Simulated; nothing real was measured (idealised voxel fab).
The following is a process module called voxel ribs on slabs.
Section cut is 145 nm wide and gridded with 5 nm square cells.
We lay out every cross-section as a grid of square cells and spell it out in bands from the top down, where one band means one or more rows of cells. In this notation a band is specified by the heights of its top and bottom, in that order and in nm, after which its materials appear from left to right, each paired with its width in nm. The word "everywhere" attached to a single material means that material fills the band from edge to edge; the word "empty" stands for empty space. For the purposes of this specification, 0 denotes the height below which the wafer in its as-received condition is composed wholly of one material, and the lowermost band, lacking a lower limit, extends downward without end, as expressed in "z 0 and below". Top row gets the first number, bottom row gets the second, and each row in between changes by the same step: that is how a band width like "30->40" works. For the purposes of this document, the phrase "no change occurred" attached to a step denotes that no cell within the cross-section was modified by that step. The entry "Cavities, closed" lists the empty spaces that cover at least 8 cells and have no open path to the top. Each is written as width x height at distance, where the distance is measured from the left edge and all three values are in nm. It should be noted that, on the line of a given step, the content following the step's settings is a remark produced by the simulator itself with respect to that step. When a step includes a mask, the "overlay nm" setting on its line states how far to the right of its planned place that mask lay, and negative values state how far to the left.

[Listed below are the process steps as planned]
- 1: RECEIVE,material Si
- 2: DIRECTIONAL_DEP,material SiO2,thk nm 25
- 3: DIRECTIONAL_DEP,material polySi,thk nm 15
- 4: DIRECTIONAL_DEP,material aC,thk nm 10
- 5: PATTERN,tone cover,mask id RIB,material resist,width nm 15,thk nm 30,overlay nm 0
- 6: DIRECTIONAL_ETCH,etch materials aC,depth nm 10
- 7: STRIP,etch materials resist
- 8: DIRECTIONAL_ETCH,etch materials polySi,depth nm 10
- 9: STRIP,etch materials aC
- 10: MASKED_ETCH,tone cover,mask id SLAB,width nm 55,etch materials polySi,depth nm 5,overlay nm 0
- 11: FILL_DEP,material SiO2,thk nm 25
- 12: CMP,height nm 55
- 13: DIRECTIONAL_DEP,material TiN,thk nm 10
- 14: PATTERN,tone cover,mask id HEATER,material resist,width nm 25,thk nm 20,overlay nm 0
- 15: DIRECTIONAL_ETCH,etch materials TiN,depth nm 10
- 16: STRIP,etch materials resist
- 17: CONFORMAL_DEP,material SiO2,thk nm 5

[Below: the first of two wafers, run as planned]

[Cross-section of the wafer as it came to us, i.e., already through step 1]
    z 0 and below  Si everywhere
    Cavities, closed: none

[Cross-section of the wafer after step 2]
    z 25 to 0  SiO2 everywhere
    Beneath the level 0, the cross-section is identical to its previous state.

[Cross-section of the wafer after step 3]
    z 40 to 25  polySi everywhere
    Beneath the level 25, the cross-section is identical to its previous state.

[Cross-section of the wafer after step 4]
    z 50 to 40  aC everywhere
    Beneath the level 40, the cross-section is identical to its previous state.

[Cross-section of the wafer after step 5]
    z 80 to 50  65 empty / 15 resist / 65 empty
    Beneath the level 50, the cross-section is identical to its previous state.

[Cross-section of the wafer after step 6]
    z 70 to 50  65 empty / 15 resist / 65 empty
    z 50 to 40  65 empty / 15 aC / 65 empty
    Beneath the level 40, the cross-section is identical to its previous state.

[Cross-section of the wafer after step 7]
    z 50 to 40  65 empty / 15 aC / 65 empty
    Beneath the level 40, the cross-section is identical to its previous state.

[Cross-section of the wafer after step 8]
    z 50 to 40  65 empty / 15 aC / 65 empty
    z 40 to 30  65 empty / 15 polySi / 65 empty
    Beneath the level 30, the cross-section is identical to its previous state.

[Cross-section of the wafer after step 9]
    z 40 to 30  65 empty / 15 polySi / 65 empty
    Beneath the level 30, the cross-section is identical to its previous state.

[Cross-section of the wafer after step 10]
    z 40 to 30  65 empty / 15 polySi / 65 empty
    z 30 to 25  45 empty / 55 polySi / 45 empty
    Beneath the level 25, the cross-section is identical to its previous state.

[Cross-section of the wafer after step 11]
    z 65 to 40  SiO2 everywhere
    z 40 to 30  65 SiO2 / 15 polySi / 65 SiO2
    z 30 to 25  45 SiO2 / 55 polySi / 45 SiO2
    Beneath the level 25, the cross-section is identical to its previous state.

[Cross-section of the wafer after step 12]
    z 55 to 40  SiO2 everywhere
    Beneath the level 40, the cross-section is identical to its previous state.

[Cross-section of the wafer after step 13]
    z 65 to 55  TiN everywhere
    Beneath the level 55, the cross-section is identical to its previous state.

[Cross-section of the wafer after step 14]
    z 85 to 65  60 empty / 25 resist / 60 empty
    Beneath the level 65, the cross-section is identical to its previous state.

[Cross-section of the wafer after step 15]
    z 85 to 65  60 empty / 25 resist / 60 empty
    z 65 to 55  60 empty / 25 TiN / 60 empty
    Beneath the level 55, the cross-section is identical to its previous state.

[Cross-section of the wafer after step 16]
    z 65 to 55  60 empty / 25 TiN / 60 empty
    Beneath the level 55, the cross-section is identical to its previous state.

[Cross-section of the wafer after step 17]
    z 70 to 65  55 empty / 35 SiO2 / 55 empty
    z 65 to 60  55 empty / 5 SiO2 / 25 TiN / 5 SiO2 / 55 empty
    z 60 to 55  60 SiO2 / 25 TiN / 60 SiO2
    Beneath the level 55, the cross-section is identical to its previous state.

[Second wafer, same starting conditions and recipe as the first, one mistake in executing it, nothing differs from the first up to and including step 1]

[What the second wafer looks like in cross-section when step 2 should have wrapped up]
    z 50 to 0  SiO2 everywhere
    Beneath the level 0, the cross-section is identical to its previous state.

[What the second wafer looks like in cross-section when step 3 should have wrapped up]
    z 65 to 50  polySi everywhere
    Beneath the level 50, the cross-section is identical to its previous state.

[What the second wafer looks like in cross-section when step 4 should have wrapped up]
    z 75 to 65  aC everywhere
    Beneath the level 65, the cross-section is identical to its previous state.

[What the second wafer looks like in cross-section when step 5 should have wrapped up]
    z 105 to 75  65 empty / 15 resist / 65 empty
    Beneath the level 75, the cross-section is identical to its previous state.

[What the second wafer looks like in cross-section when step 6 should have wrapped up]
    z 95 to 75  65 empty / 15 resist / 65 empty
    z 75 to 65  65 empty / 15 aC / 65 empty
    Beneath the level 65, the cross-section is identical to its previous state.

[What the second wafer looks like in cross-section when step 7 should have wrapped up]
    z 75 to 65  65 empty / 15 aC / 65 empty
    Beneath the level 65, the cross-section is identical to its previous state.

[What the second wafer looks like in cross-section when step 8 should have wrapped up]
    z 75 to 65  65 empty / 15 aC / 65 empty
    z 65 to 55  65 empty / 15 polySi / 65 empty
    Beneath the level 55, the cross-section is identical to its previous state.

[What the second wafer looks like in cross-section when step 9 should have wrapped up]
    z 65 to 55  65 empty / 15 polySi / 65 empty
    Beneath the level 55, the cross-section is identical to its previous state.

[What the second wafer looks like in cross-section when step 10 should have wrapped up]
    z 65 to 55  65 empty / 15 polySi / 65 empty
    z 55 to 50  45 empty / 55 polySi / 45 empty
    Beneath the level 50, the cross-section is identical to its previous state.

[What the second wafer looks like in cross-section when step 11 should have wrapped up]
    z 90 to 65  SiO2 everywhere
    z 65 to 55  65 SiO2 / 15 polySi / 65 SiO2
    z 55 to 50  45 SiO2 / 55 polySi / 45 SiO2
    Beneath the level 50, the cross-section is identical to its previous state.

[What the second wafer looks like in cross-section when step 12 should have wrapped up]
    z 55 to 50  45 SiO2 / 55 polySi / 45 SiO2
    Beneath the level 50, the cross-section is identical to its previous state.

[What the second wafer looks like in cross-section when step 13 should have wrapped up]
    z 65 to 55  TiN everywhere
    Beneath the level 55, the cross-section is identical to its previous state.

[What the second wafer looks like in cross-section when step 14 should have wrapped up]
    z 85 to 65  60 empty / 25 resist / 60 empty
    Beneath the level 65, the cross-section is identical to its previous state.

[What the second wafer looks like in cross-section when step 15 should have wrapped up]
    z 85 to 65  60 empty / 25 resist / 60 empty
    z 65 to 55  60 empty / 25 TiN / 60 empty
    Beneath the level 55, the cross-section is identical to its previous state.

[What the second wafer looks like in cross-section when step 16 should have wrapped up]
    z 65 to 55  60 empty / 25 TiN / 60 empty
    Beneath the level 55, the cross-section is identical to its previous state.

[What the second wafer looks like in cross-section when step 17 should have wrapped up]
    z 70 to 65  55 empty / 35 SiO2 / 55 empty
    z 65 to 60  55 empty / 5 SiO2 / 25 TiN / 5 SiO2 / 55 empty
    z 60 to 55  60 SiO2 / 25 TiN / 60 SiO2
    Beneath the level 55, the cross-section is identical to its previous state.
Plan not followed: step 2 from the plan got run twice
Wafer comparison, final, in cells, second relative to first, materials more or fewer: SiO2: 6 more; polySi: 6 fewer
